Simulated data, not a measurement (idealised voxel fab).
process module | voxel transistor to metal
cross-section cut | 185 nm wide | cells 5 nm
A cross-section is a grid of square cells, given in bands from the top down. A band is one or more rows of cells.
Each band's line starts with the height of the band's top and of its bottom, in nm. Then come its materials from left to right, each with its width in nm. One material with "throughout" fills the band from edge to edge. "air" is empty space.
Height 0 is the level under which the wafer as received is all one material. The lowest band goes on downwards, as in "0 down".
A width such as "30 to 40" changes by the same amount from each row of cells to the next, from the band's top row to its bottom row.
"no change" after a step means that no cell of the cross-section changed.
closed voids: empty space of 8 cells or more with no open way to the top, each as width x height at its distance from the left edge, in nm
after a step's settings: what the simulator itself notes on the step
overlay nm, on a step with a mask: how far to the right of its planned place the mask lay; to the left if negative
plan
1 op RECEIVE | material Si
2 op CONFORMAL_DEP | material SiO2 | thk nm 5
3 op CONFORMAL_DEP | material SiN | thk nm 10
4 op PATTERN | tone cover | mask id ACTIVE | material resist | width nm 95 | thk nm 20 | overlay nm 0
5 op DIRECTIONAL_ETCH | etch materials SiN | depth nm 10
6 op DIRECTIONAL_ETCH | etch materials SiO2 | depth nm 5
7 op DIRECTIONAL_ETCH | etch materials Si | depth nm 35
8 op STRIP | etch materials resist
9 op FILL_DEP | material SiO2 | thk nm 5
10 op CMP | height nm 15
11 op SELECTIVE_ETCH | etch materials SiO2 | depth nm 10
12 op STRIP | etch materials SiN
13 op SELECTIVE_ETCH | etch materials SiO2 | depth nm 5
14 op OXIDIZE | depth nm 5
15 op DIRECTIONAL_DEP | material polySi | thk nm 25
16 op DIRECTIONAL_DEP | material SiCN | thk nm 10
17 op DIRECTIONAL_DEP | material aC | thk nm 10
18 op PATTERN | tone cover | mask id GATE | material resist | width nm 25 | thk nm 30 | overlay nm 0
19 op DIRECTIONAL_ETCH | etch materials aC | depth nm 10
20 op STRIP | etch materials resist
21 op DIRECTIONAL_ETCH | etch materials SiCN | depth nm 20
22 op DIRECTIONAL_ETCH | etch materials polySi | depth nm 35
23 op STRIP | etch materials aC
24 op CONFORMAL_DEP | material SiN | thk nm 5
25 op DIRECTIONAL_ETCH | etch materials SiN | depth nm 5
26 op DIRECTIONAL_ETCH | etch materials SiO2 | depth nm 5
27 op DIRECTIONAL_ETCH | etch materials Si | depth nm 10
28 op EPI | material pSi | thk nm 10
29 op FILL_DEP | material SiO2 | thk nm 10
30 op CMP | height nm 25
31 op STRIP | etch materials polySi
32 op SELECTIVE_ETCH | etch materials SiO2 | depth nm 5
33 op CONFORMAL_DEP | material HfO2 | thk nm 5
34 op CONFORMAL_DEP | material TiN | thk nm 5
35 op FILL_DEP | material W | thk nm 5
36 op CMP | height nm 20
37 op DIRECTIONAL_DEP | material SiO2 | thk nm 10
38 op PATTERN | tone open | mask id CONTACT | material resist | width nm 15 | pitch nm 70 | thk nm 15 | overlay nm 0
39 op DIRECTIONAL_ETCH | etch materials SiO2 | depth nm 35
40 op STRIP | etch materials resist
41 op CONFORMAL_DEP | material TiN | thk nm 5
42 op FILL_DEP | material Ru | thk nm 5
43 op CMP | height nm 30
44 op CONFORMAL_DEP | material SiN | thk nm 5
45 op DIRECTIONAL_DEP | material SiO2 | thk nm 15
46 op PATTERN | tone open | mask id METAL_1 | material resist | width nm 15 | pitch nm 70 | thk nm 20 | overlay nm 0
47 op DIRECTIONAL_ETCH | etch materials SiO2 | depth nm 15
48 op DIRECTIONAL_ETCH | etch materials SiN | depth nm 5
49 op STRIP | etch materials resist
50 op CONFORMAL_DEP | material TiN | thk nm 5
51 op FILL_DEP | material Cu | thk nm 5
52 op CMP | height nm 50
53 op EPI | material Ru | thk nm 5
54 op FILL_DEP | material SiCN | thk nm 5
55 op DIRECTIONAL_DEP | material lowk | thk nm 30
56 op MASKED_ETCH | tone open | mask id METAL_2 | width nm 15 | pitch nm 70 | etch materials lowk | depth nm 20 | overlay nm 0
57 op MASKED_ETCH | tone open | mask id METAL_2_HOLES | width nm 15 | pitch nm 70 | etch materials lowk | depth nm 10 | overlay nm 0
58 op MASKED_ETCH | tone open | mask id METAL_2_HOLES | width nm 15 | pitch nm 70 | etch materials SiCN | depth nm 5 | overlay nm 0
59 op CONFORMAL_DEP | material TiN | thk nm 5
60 op FILL_DEP | material Cu | thk nm 5
61 op CMP | height nm 90
62 op CONFORMAL_DEP | material SiN | thk nm 5
first wafer, as planned
as received, after step 1
  0 down: Si throughout
  closed voids: none
after step 2
  5 to 0: SiO2 throughout
  below 0: unchanged
after step 3
  15 to 5: SiN throughout
  below 5: unchanged
after step 4
  35 to 15: air 45 | resist 95 | air 45
  below 15: unchanged
after step 5
  35 to 15: air 45 | resist 95 | air 45
  15 to 5: air 45 | SiN 95 | air 45
  below 5: unchanged
after step 6
  35 to 15: air 45 | resist 95 | air 45
  15 to 5: air 45 | SiN 95 | air 45
  5 to 0: air 45 | SiO2 95 | air 45
  below 0: unchanged
after step 7
  35 to 15: air 45 | resist 95 | air 45
  15 to 5: air 45 | SiN 95 | air 45
  5 to 0: air 45 | SiO2 95 | air 45
  0 to -35: air 45 | Si 95 | air 45
  below -35: unchanged
after step 8
  15 to 5: air 45 | SiN 95 | air 45
  below 5: unchanged
after step 9
  20 to 15: SiO2 throughout
  15 to 5: SiO2 45 | SiN 95 | SiO2 45
  5 to 0: SiO2 throughout
  0 to -35: SiO2 45 | Si 95 | SiO2 45
  below -35: unchanged
after step 10
  15 to 5: SiO2 45 | SiN 95 | SiO2 45
  below 5: unchanged
after step 11
  15 to 5: air 45 | SiN 95 | air 45
  below 5: unchanged
after step 12
  5 to 0: SiO2 throughout
  below 0: unchanged
after step 13
  0 to -35: SiO2 45 | Si 95 | SiO2 45
  below -35: unchanged
after step 14
  0 to -5: SiO2 throughout
  below -5: unchanged
after step 15
  25 to 0: polySi throughout
  below 0: unchanged
after step 16
  35 to 25: SiCN throughout
  below 25: unchanged
after step 17
  45 to 35: aC throughout
  below 35: unchanged
after step 18
  75 to 45: air 80 | resist 25 | air 80
  below 45: unchanged
after step 19
  65 to 45: air 80 | resist 25 | air 80
  45 to 35: air 80 | aC 25 | air 80
  below 35: unchanged
after step 20
  45 to 35: air 80 | aC 25 | air 80
  below 35: unchanged
after step 21
  45 to 35: air 80 | aC 25 | air 80
  35 to 25: air 80 | SiCN 25 | air 80
  below 25: unchanged
after step 22
  45 to 35: air 80 | aC 25 | air 80
  35 to 25: air 80 | SiCN 25 | air 80
  25 to 0: air 80 | polySi 25 | air 80
  below 0: unchanged
after step 23
  35 to 25: air 80 | SiCN 25 | air 80
  below 25: unchanged
after step 24
  40 to 35: air 75 | SiN 35 | air 75
  35 to 25: air 75 | SiN 5 | SiCN 25 | SiN 5 | air 75
  25 to 5: air 75 | SiN 5 | polySi 25 | SiN 5 | air 75
  5 to 0: SiN 80 | polySi 25 | SiN 80
  below 0: unchanged
after step 25
  35 to 25: air 75 | SiN 5 | SiCN 25 | SiN 5 | air 75
  25 to 0: air 75 | SiN 5 | polySi 25 | SiN 5 | air 75
  below 0: unchanged
after step 26
  35 to 25: air 75 | SiN 5 | SiCN 25 | SiN 5 | air 75
  25 to 0: air 75 | SiN 5 | polySi 25 | SiN 5 | air 75
  0 to -5: air 75 | SiO2 35 | air 75
  below -5: unchanged
after step 27
  35 to 25: air 75 | SiN 5 | SiCN 25 | SiN 5 | air 75
  25 to 0: air 75 | SiN 5 | polySi 25 | SiN 5 | air 75
  0 to -5: air 75 | SiO2 35 | air 75
  -5 to -15: SiO2 45 | air 30 | Si 35 | air 30 | SiO2 45
  below -15: unchanged
after step 28
  35 to 25: air 75 | SiN 5 | SiCN 25 | SiN 5 | air 75
  25 to 5: air 75 | SiN 5 | polySi 25 | SiN 5 | air 75
  5 to 0: air 65 | pSi 10 | SiN 5 | polySi 25 | SiN 5 | pSi 10 | air 65
  0 to -5: air 65 | pSi 10 | SiO2 35 | pSi 10 | air 65
  -5 to -15: SiO2 45 | pSi 30 | Si 35 | pSi 30 | SiO2 45
  below -15: unchanged
after step 29
  45 to 35: SiO2 throughout
  35 to 25: SiO2 75 | SiN 5 | SiCN 25 | SiN 5 | SiO2 75
  25 to 5: SiO2 75 | SiN 5 | polySi 25 | SiN 5 | SiO2 75
  5 to 0: SiO2 65 | pSi 10 | SiN 5 | polySi 25 | SiN 5 | pSi 10 | SiO2 65
  0 to -5: SiO2 65 | pSi 10 | SiO2 35 | pSi 10 | SiO2 65
  below -5: unchanged
after step 30
  25 to 5: SiO2 75 | SiN 5 | polySi 25 | SiN 5 | SiO2 75
  below 5: unchanged
after step 31
  25 to 5: SiO2 75 | SiN 5 | air 25 | SiN 5 | SiO2 75
  5 to 0: SiO2 65 | pSi 10 | SiN 5 | air 25 | SiN 5 | pSi 10 | SiO2 65
  below 0: unchanged
after step 32
  25 to 20: air 75 | SiN 5 | air 25 | SiN 5 | air 75
  20 to 5: SiO2 75 | SiN 5 | air 25 | SiN 5 | SiO2 75
  5 to 0: SiO2 65 | pSi 10 | SiN 5 | air 25 | SiN 5 | pSi 10 | SiO2 65
  0 to -5: SiO2 65 | pSi 10 | air 35 | pSi 10 | SiO2 65
  below -5: unchanged
after step 33
  30 to 25: air 70 | HfO2 15 | air 15 | HfO2 15 | air 70
  25 to 20: HfO2 75 | SiN 5 | HfO2 5 | air 15 | HfO2 5 | SiN 5 | HfO2 75
  20 to 5: SiO2 75 | SiN 5 | HfO2 5 | air 15 | HfO2 5 | SiN 5 | SiO2 75
  5 to 0: SiO2 65 | pSi 10 | SiN 5 | HfO2 5 | air 15 | HfO2 5 | SiN 5 | pSi 10 | SiO2 65
  0 to -5: SiO2 65 | pSi 10 | HfO2 35 | pSi 10 | SiO2 65
  below -5: unchanged
after step 34
  35 to 30: air 65 | TiN 25 | air 5 | TiN 25 | air 65
  30 to 25: TiN 70 | HfO2 15 | TiN 5 | air 5 | TiN 5 | HfO2 15 | TiN 70
  25 to 20: HfO2 75 | SiN 5 | HfO2 5 | TiN 5 | air 5 | TiN 5 | HfO2 5 | SiN 5 | HfO2 75
  20 to 5: SiO2 75 | SiN 5 | HfO2 5 | TiN 5 | air 5 | TiN 5 | HfO2 5 | SiN 5 | SiO2 75
  5 to 0: SiO2 65 | pSi 10 | SiN 5 | HfO2 5 | TiN 15 | HfO2 5 | SiN 5 | pSi 10 | SiO2 65
  below 0: unchanged
after step 35
  40 to 35: W throughout
  35 to 30: W 65 | TiN 25 | W 5 | TiN 25 | W 65
  30 to 25: TiN 70 | HfO2 15 | TiN 5 | W 5 | TiN 5 | HfO2 15 | TiN 70
  25 to 20: HfO2 75 | SiN 5 | HfO2 5 | TiN 5 | W 5 | TiN 5 | HfO2 5 | SiN 5 | HfO2 75
  20 to 5: SiO2 75 | SiN 5 | HfO2 5 | TiN 5 | W 5 | TiN 5 | HfO2 5 | SiN 5 | SiO2 75
  below 5: unchanged
after step 36
  20 to 5: SiO2 75 | SiN 5 | HfO2 5 | TiN 5 | W 5 | TiN 5 | HfO2 5 | SiN 5 | SiO2 75
  below 5: unchanged
after step 37
  30 to 20: SiO2 throughout
  below 20: unchanged
after step 38
  45 to 30: resist 50 | air 15 | resist 55 | air 15 | resist 50
  below 30: unchanged
after step 39
  45 to 30: resist 50 | air 15 | resist 55 | air 15 | resist 50
  30 to 20: SiO2 50 | air 15 | SiO2 55 | air 15 | SiO2 50
  20 to 5: SiO2 50 | air 15 | SiO2 10 | SiN 5 | HfO2 5 | TiN 5 | W 5 | TiN 5 | HfO2 5 | SiN 5 | SiO2 10 | air 15 | SiO2 50
  5 to 0: SiO2 50 | air 15 | pSi 10 | SiN 5 | HfO2 5 | TiN 15 | HfO2 5 | SiN 5 | pSi 10 | air 15 | SiO2 50
  0 to -5: SiO2 50 | air 15 | pSi 10 | HfO2 35 | pSi 10 | air 15 | SiO2 50
  below -5: unchanged
after step 40
  30 to 20: SiO2 50 | air 15 | SiO2 55 | air 15 | SiO2 50
  below 20: unchanged
after step 41
  35 to 30: TiN 55 | air 5 | TiN 65 | air 5 | TiN 55
  30 to 20: SiO2 50 | TiN 5 | air 5 | TiN 5 | SiO2 55 | TiN 5 | air 5 | TiN 5 | SiO2 50
  20 to 5: SiO2 50 | TiN 5 | air 5 | TiN 5 | SiO2 10 | SiN 5 | HfO2 5 | TiN 5 | W 5 | TiN 5 | HfO2 5 | SiN 5 | SiO2 10 | TiN 5 | air 5 | TiN 5 | SiO2 50
  5 to 0: SiO2 50 | TiN 5 | air 5 | TiN 5 | pSi 10 | SiN 5 | HfO2 5 | TiN 15 | HfO2 5 | SiN 5 | pSi 10 | TiN 5 | air 5 | TiN 5 | SiO2 50
  0 to -5: SiO2 50 | TiN 15 | pSi 10 | HfO2 35 | pSi 10 | TiN 15 | SiO2 50
  below -5: unchanged
after step 42
  40 to 35: Ru throughout
  35 to 30: TiN 55 | Ru 5 | TiN 65 | Ru 5 | TiN 55
  30 to 20: SiO2 50 | TiN 5 | Ru 5 | TiN 5 | SiO2 55 | TiN 5 | Ru 5 | TiN 5 | SiO2 50
  20 to 5: SiO2 50 | TiN 5 | Ru 5 | TiN 5 | SiO2 10 | SiN 5 | HfO2 5 | TiN 5 | W 5 | TiN 5 | HfO2 5 | SiN 5 | SiO2 10 | TiN 5 | Ru 5 | TiN 5 | SiO2 50
  5 to 0: SiO2 50 | TiN 5 | Ru 5 | TiN 5 | pSi 10 | SiN 5 | HfO2 5 | TiN 15 | HfO2 5 | SiN 5 | pSi 10 | TiN 5 | Ru 5 | TiN 5 | SiO2 50
  below 0: unchanged
after step 43
  30 to 20: SiO2 50 | TiN 5 | Ru 5 | TiN 5 | SiO2 55 | TiN 5 | Ru 5 | TiN 5 | SiO2 50
  below 20: unchanged
after step 44
  35 to 30: SiN throughout
  below 30: unchanged
after step 45
  50 to 35: SiO2 throughout
  below 35: unchanged
after step 46
  70 to 50: resist 50 | air 15 | resist 55 | air 15 | resist 50
  below 50: unchanged
after step 47
  70 to 50: resist 50 | air 15 | resist 55 | air 15 | resist 50
  50 to 35: SiO2 50 | air 15 | SiO2 55 | air 15 | SiO2 50
  below 35: unchanged
after step 48
  70 to 50: resist 50 | air 15 | resist 55 | air 15 | resist 50
  50 to 35: SiO2 50 | air 15 | SiO2 55 | air 15 | SiO2 50
  35 to 30: SiN 50 | air 15 | SiN 55 | air 15 | SiN 50
  below 30: unchanged
after step 49
  50 to 35: SiO2 50 | air 15 | SiO2 55 | air 15 | SiO2 50
  below 35: unchanged
after step 50
  55 to 50: TiN 55 | air 5 | TiN 65 | air 5 | TiN 55
  50 to 35: SiO2 50 | TiN 5 | air 5 | TiN 5 | SiO2 55 | TiN 5 | air 5 | TiN 5 | SiO2 50
  35 to 30: SiN 50 | TiN 15 | SiN 55 | TiN 15 | SiN 50
  below 30: unchanged
after step 51
  60 to 55: Cu throughout
  55 to 50: TiN 55 | Cu 5 | TiN 65 | Cu 5 | TiN 55
  50 to 35: SiO2 50 | TiN 5 | Cu 5 | TiN 5 | SiO2 55 | TiN 5 | Cu 5 | TiN 5 | SiO2 50
  below 35: unchanged
after step 52
  50 to 35: SiO2 50 | TiN 5 | Cu 5 | TiN 5 | SiO2 55 | TiN 5 | Cu 5 | TiN 5 | SiO2 50
  below 35: unchanged
after step 53
  55 to 50: air 45 | Ru 25 | air 45 | Ru 25 | air 45
  below 50: unchanged
after step 54
  60 to 55: SiCN throughout
  55 to 50: SiCN 45 | Ru 25 | SiCN 45 | Ru 25 | SiCN 45
  below 50: unchanged
after step 55
  90 to 60: lowk throughout
  below 60: unchanged
after step 56
  90 to 70: lowk 50 | air 15 | lowk 55 | air 15 | lowk 50
  below 70: unchanged
after step 57
  90 to 60: lowk 50 | air 15 | lowk 55 | air 15 | lowk 50
  below 60: unchanged
after step 58
  90 to 60: lowk 50 | air 15 | lowk 55 | air 15 | lowk 50
  60 to 55: SiCN 50 | air 15 | SiCN 55 | air 15 | SiCN 50
  below 55: unchanged
after step 59
  95 to 90: TiN 55 | air 5 | TiN 65 | air 5 | TiN 55
  90 to 60: lowk 50 | TiN 5 | air 5 | TiN 5 | lowk 55 | TiN 5 | air 5 | TiN 5 | lowk 50
  60 to 55: SiCN 50 | TiN 15 | SiCN 55 | TiN 15 | SiCN 50
  below 55: unchanged
after step 60
  100 to 95: Cu throughout
  95 to 90: TiN 55 | Cu 5 | TiN 65 | Cu 5 | TiN 55
  90 to 60: lowk 50 | TiN 5 | Cu 5 | TiN 5 | lowk 55 | TiN 5 | Cu 5 | TiN 5 | lowk 50
  below 60: unchanged
after step 61
  90 to 60: lowk 50 | TiN 5 | Cu 5 | TiN 5 | lowk 55 | TiN 5 | Cu 5 | TiN 5 | lowk 50
  below 60: unchanged
after step 62
  95 to 90: SiN throughout
  below 90: unchanged
second wafer: like start, like plan, one mistake. Through step 40 it matches the first wafer
when step 41 should have ended
  35 to 30: W 55 | air 5 | W 65 | air 5 | W 55
  30 to 20: SiO2 50 | W 5 | air 5 | W 5 | SiO2 55 | W 5 | air 5 | W 5 | SiO2 50
  20 to 5: SiO2 50 | W 5 | air 5 | W 5 | SiO2 10 | SiN 5 | HfO2 5 | TiN 5 | W 5 | TiN 5 | HfO2 5 | SiN 5 | SiO2 10 | W 5 | air 5 | W 5 | SiO2 50
  5 to 0: SiO2 50 | W 5 | air 5 | W 5 | pSi 10 | SiN 5 | HfO2 5 | TiN 15 | HfO2 5 | SiN 5 | pSi 10 | W 5 | air 5 | W 5 | SiO2 50
  0 to -5: SiO2 50 | W 15 | pSi 10 | HfO2 35 | pSi 10 | W 15 | SiO2 50
  below -5: unchanged
when step 42 should have ended
  40 to 35: Ru throughout
  35 to 30: W 55 | Ru 5 | W 65 | Ru 5 | W 55
  30 to 20: SiO2 50 | W 5 | Ru 5 | W 5 | SiO2 55 | W 5 | Ru 5 | W 5 | SiO2 50
  20 to 5: SiO2 50 | W 5 | Ru 5 | W 5 | SiO2 10 | SiN 5 | HfO2 5 | TiN 5 | W 5 | TiN 5 | HfO2 5 | SiN 5 | SiO2 10 | W 5 | Ru 5 | W 5 | SiO2 50
  5 to 0: SiO2 50 | W 5 | Ru 5 | W 5 | pSi 10 | SiN 5 | HfO2 5 | TiN 15 | HfO2 5 | SiN 5 | pSi 10 | W 5 | Ru 5 | W 5 | SiO2 50
  below 0: unchanged
when step 43 should have ended
  30 to 20: SiO2 50 | W 5 | Ru 5 | W 5 | SiO2 55 | W 5 | Ru 5 | W 5 | SiO2 50
  below 20: unchanged
when step 44 should have ended
  35 to 30: SiN throughout
  below 30: unchanged
when step 45 should have ended
  50 to 35: SiO2 throughout
  below 35: unchanged
when step 46 should have ended
  70 to 50: resist 50 | air 15 | resist 55 | air 15 | resist 50
  below 50: unchanged
when step 47 should have ended
  70 to 50: resist 50 | air 15 | resist 55 | air 15 | resist 50
  50 to 35: SiO2 50 | air 15 | SiO2 55 | air 15 | SiO2 50
  below 35: unchanged
when step 48 should have ended
  70 to 50: resist 50 | air 15 | resist 55 | air 15 | resist 50
  50 to 35: SiO2 50 | air 15 | SiO2 55 | air 15 | SiO2 50
  35 to 30: SiN 50 | air 15 | SiN 55 | air 15 | SiN 50
  below 30: unchanged
when step 49 should have ended
  50 to 35: SiO2 50 | air 15 | SiO2 55 | air 15 | SiO2 50
  below 35: unchanged
when step 50 should have ended
  55 to 50: TiN 55 | air 5 | TiN 65 | air 5 | TiN 55
  50 to 35: SiO2 50 | TiN 5 | air 5 | TiN 5 | SiO2 55 | TiN 5 | air 5 | TiN 5 | SiO2 50
  35 to 30: SiN 50 | TiN 15 | SiN 55 | TiN 15 | SiN 50
  below 30: unchanged
when step 51 should have ended
  60 to 55: Cu throughout
  55 to 50: TiN 55 | Cu 5 | TiN 65 | Cu 5 | TiN 55
  50 to 35: SiO2 50 | TiN 5 | Cu 5 | TiN 5 | SiO2 55 | TiN 5 | Cu 5 | TiN 5 | SiO2 50
  below 35: unchanged
when step 52 should have ended
  50 to 35: SiO2 50 | TiN 5 | Cu 5 | TiN 5 | SiO2 55 | TiN 5 | Cu 5 | TiN 5 | SiO2 50
  below 35: unchanged
when step 53 should have ended
  55 to 50: air 45 | Ru 25 | air 45 | Ru 25 | air 45
  below 50: unchanged
when step 54 should have ended
  60 to 55: SiCN throughout
  55 to 50: SiCN 45 | Ru 25 | SiCN 45 | Ru 25 | SiCN 45
  below 50: unchanged
when step 55 should have ended
  90 to 60: lowk throughout
  below 60: unchanged
when step 56 should have ended
  90 to 70: lowk 50 | air 15 | lowk 55 | air 15 | lowk 50
  below 70: unchanged
when step 57 should have ended
  90 to 60: lowk 50 | air 15 | lowk 55 | air 15 | lowk 50
  below 60: unchanged
when step 58 should have ended
  90 to 60: lowk 50 | air 15 | lowk 55 | air 15 | lowk 50
  60 to 55: SiCN 50 | air 15 | SiCN 55 | air 15 | SiCN 50
  below 55: unchanged
when step 59 should have ended
  95 to 90: TiN 55 | air 5 | TiN 65 | air 5 | TiN 55
  90 to 60: lowk 50 | TiN 5 | air 5 | TiN 5 | lowk 55 | TiN 5 | air 5 | TiN 5 | lowk 50
  60 to 55: SiCN 50 | TiN 15 | SiCN 55 | TiN 15 | SiCN 50
  below 55: unchanged
when step 60 should have ended
  100 to 95: Cu throughout
  95 to 90: TiN 55 | Cu 5 | TiN 65 | Cu 5 | TiN 55
  90 to 60: lowk 50 | TiN 5 | Cu 5 | TiN 5 | lowk 55 | TiN 5 | Cu 5 | TiN 5 | lowk 50
  below 60: unchanged
when step 61 should have ended
  90 to 60: lowk 50 | TiN 5 | Cu 5 | TiN 5 | lowk 55 | TiN 5 | Cu 5 | TiN 5 | lowk 50
  below 60: unchanged
when step 62 should have ended
  95 to 90: SiN throughout
  below 90: unchanged
what went wrong: step 41 ran as: op CONFORMAL_DEP | material W | thk nm 5
at the end the second wafer has, in cells: 30 fewer of TiN | 30 more of W
